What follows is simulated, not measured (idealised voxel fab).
Process module in this document: voxel ribs on slabs
Cross-sectional view cut (width: 240 nm; square cell size: 5 nm).
When this document writes out a cross-section, it uses a grid of square cells and lists it as bands, beginning at the top and moving down, with a band standing for one or more rows of cells. What a band's entry tells you: where the top is and where the bottom is, as heights in nm, and after that what lies inside, material by material from left to right, each with its width in nm. Empty space is written as the word "air", and a single material marked with the word "everywhere" occupies the band from edge to edge. Basically, 0 is our baseline, since under it the wafer straight out of the box is all one material. The bottom band has no lower end and keeps on going down, so it looks like "0 -> down". Read "30 to 40" as a graded width: first number on top, second number at the bottom, same change between each pair of neighbouring rows. "no change" after a step means that no cell of the cross-section changed. "Encapsulated voids" lists enclosed empty spaces (at least 8 cells, no open path upward to the top), each as width x height at distance from the left edge, in nm. Read whatever lies past the settings on a step's line as the simulator's own remark about the step. Regarding "overlay nm": on a step with a mask, it is the distance the mask lay to the right of its planned place; a negative value places it to the left.

[Here's what the planned process steps look like]
1) RECEIVE [material Si]
2) DIRECTIONAL_DEP [material SiO2] [thk nm 20]
3) DIRECTIONAL_DEP [material SiN] [thk nm 20]
4) DIRECTIONAL_DEP [material aC] [thk nm 10]
5) PATTERN [tone cover] [mask id RIB] [material resist] [width nm 30] [thk nm 30] [overlay nm 0]
6) DIRECTIONAL_ETCH [etch materials aC] [depth nm 10]
7) STRIP [etch materials resist]
8) DIRECTIONAL_ETCH [etch materials SiN] [depth nm 15]
9) STRIP [etch materials aC]
10) MASKED_ETCH [tone cover] [mask id SLAB] [width nm 60] [etch materials SiN] [depth nm 5] [overlay nm 0]
11) FILL_DEP [material SiO2] [thk nm 15]
12) CMP [height nm 50]
13) DIRECTIONAL_DEP [material W] [thk nm 5]
14) MASKED_ETCH [tone cover] [mask id HEATER] [width nm 30] [etch materials W] [depth nm 5] [overlay nm 0]
15) CONFORMAL_DEP [material SiN] [thk nm 10]
The width nm used in step 14 is not the same on every wafer, whereas the starting condition is; the value printed in the plan is the first wafer's.

[Received condition of the first of several wafers, sectioned: post-step 1]
- 0 -> down: Si everywhere
- Encapsulated voids: none

[The table below has one row for each wafer; a row shows, as of the end of the module, how many cells of each material the wafer has gained, marked (+), or lost, marked (-), since it was received, and then the wafer's closed voids]
width nm 30 | +130 SiN | +450 SiO2 | +6 W | Encapsulated voids: none
width nm 35 | +130 SiN | +450 SiO2 | +7 W | Encapsulated voids: none
width nm 40 | +130 SiN | +450 SiO2 | +8 W | Encapsulated voids: none
width nm 45 | +130 SiN | +450 SiO2 | +9 W | Encapsulated voids: none
width nm 50 | +130 SiN | +450 SiO2 | +10 W | Encapsulated voids: none
width nm 55 | +130 SiN | +450 SiO2 | +11 W | Encapsulated voids: none
